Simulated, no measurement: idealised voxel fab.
process module | voxel capacitor over wiring
cross-section cut | 210 nm wide | cells 5 nm
A cross-section is a grid of square cells, given in bands from the top down. A band is one or more rows of cells.
Each band's line starts with the height of the band's top and of its bottom, in nm. Then come its materials from left to right, each with its width in nm. One material with "throughout" fills the band from edge to edge. "air" is empty space.
Height 0 is the level under which the wafer as received is all one material. The lowest band goes on downwards, as in "0 down".
A width such as "30 to 40" changes by the same amount from each row of cells to the next, from the band's top row to its bottom row.
"no change" after a step means that no cell of the cross-section changed.
closed voids: empty space of 8 cells or more with no open way to the top, each as width x height at its distance from the left edge, in nm
after a step's settings: what the simulator itself notes on the step
overlay nm, on a step with a mask: how far to the right of its planned place the mask lay; to the left if negative
plan
1 op RECEIVE | material Si
2 op CONFORMAL_DEP | material SiO2 | thk nm 15
3 op CONFORMAL_DEP | material SiCN | thk nm 5
4 op DIRECTIONAL_DEP | material SiO2 | thk nm 25
5 op MASKED_ETCH | tone open | mask id METAL_1 | width nm 25 | pitch nm 75 | etch materials SiO2 | depth nm 25 | overlay nm 0
6 op MASKED_ETCH | tone open | mask id METAL_1 | width nm 25 | pitch nm 75 | etch materials SiCN | depth nm 5 | overlay nm 0
7 op CONFORMAL_DEP | material TiN | thk nm 5
8 op FILL_DEP | material W | thk nm 10
9 op CMP | height nm 45
10 op EPI | material Ru | thk nm 5
11 op FILL_DEP | material SiCN | thk nm 5
12 op DIRECTIONAL_DEP | material SiO2 | thk nm 10
13 op MASKED_ETCH | tone open | mask id PLUG_1 | width nm 15 | etch materials SiO2 | depth nm 10 | overlay nm 0
14 op MASKED_ETCH | tone open | mask id PLUG_1 | width nm 15 | etch materials SiCN | depth nm 5 | overlay nm 0
15 op CONFORMAL_DEP | material TiN | thk nm 5
16 op FILL_DEP | material W | thk nm 5
17 op CMP | height nm 65
18 op DIRECTIONAL_DEP | material TiN | thk nm 10
19 op DIRECTIONAL_DEP | material Al2O3 | thk nm 5
20 op DIRECTIONAL_DEP | material TiN | thk nm 10
21 op PATTERN | tone cover | mask id UPPER_PLATE | material resist | width nm 55 | thk nm 20 | overlay nm 0
22 op DIRECTIONAL_ETCH | etch materials TiN | depth nm 10
23 op DIRECTIONAL_ETCH | etch materials Al2O3 | depth nm 5
24 op STRIP | etch materials resist
25 op PATTERN | tone cover | mask id LOWER_PLATE | material resist | width nm 65 | thk nm 15 | overlay nm 0
26 op DIRECTIONAL_ETCH | etch materials TiN | depth nm 10
27 op STRIP | etch materials resist
28 op FILL_DEP | material SiO2 | thk nm 20
29 op CMP | height nm 105
30 op PATTERN | tone open | mask id PLUG_2 | material resist | width nm 15 | thk nm 20 | overlay nm 0
31 op DIRECTIONAL_ETCH | etch materials SiO2 | depth nm 15
32 op STRIP | etch materials resist
33 op CONFORMAL_DEP | material TiN | thk nm 5
34 op FILL_DEP | material Ru | thk nm 5
35 op CMP | height nm 105
36 op CONFORMAL_DEP | material SiCN | thk nm 5
as received, after step 1
  0 down: Si throughout
  closed voids: none
a wafer at the end: this start, this plan, one mistake
  110 to 105: SiCN throughout
  105 to 95: SiO2 75 | TiN 5 | Ru 5 | TiN 5 | SiO2 120
  95 to 90: SiO2 75 | TiN 15 | SiO2 120
  90 to 80: SiO2 65 | TiN 55 | SiO2 90
  80 to 75: SiO2 65 | Al2O3 55 | SiO2 90
  75 to 65: SiO2 60 | TiN 65 | SiO2 85
  65 to 60: SiO2 65 | TiN 5 | W 5 | TiN 5 | SiO2 130
  60 to 55: SiO2 65 | TiN 15 | SiO2 130
  55 to 50: SiCN 65 | TiN 10 | SiCN 135
  50 to 45: SiCN 50 | Ru 35 | SiCN 40 | Ru 35 | SiCN 50
  45 to 20: SiO2 55 | TiN 5 | W 15 | TiN 5 | SiO2 50 | TiN 5 | W 15 | TiN 5 | SiO2 55
  20 to 15: SiCN 55 | TiN 25 | SiCN 50 | TiN 25 | SiCN 55
  15 to 0: SiO2 throughout
  0 down: Si throughout
  closed voids: none
what went wrong: step 14 ran as: op MASKED_ETCH | tone open | mask id PLUG_1 | width nm 15 | etch materials SiCN | depth nm 5 | overlay nm -5
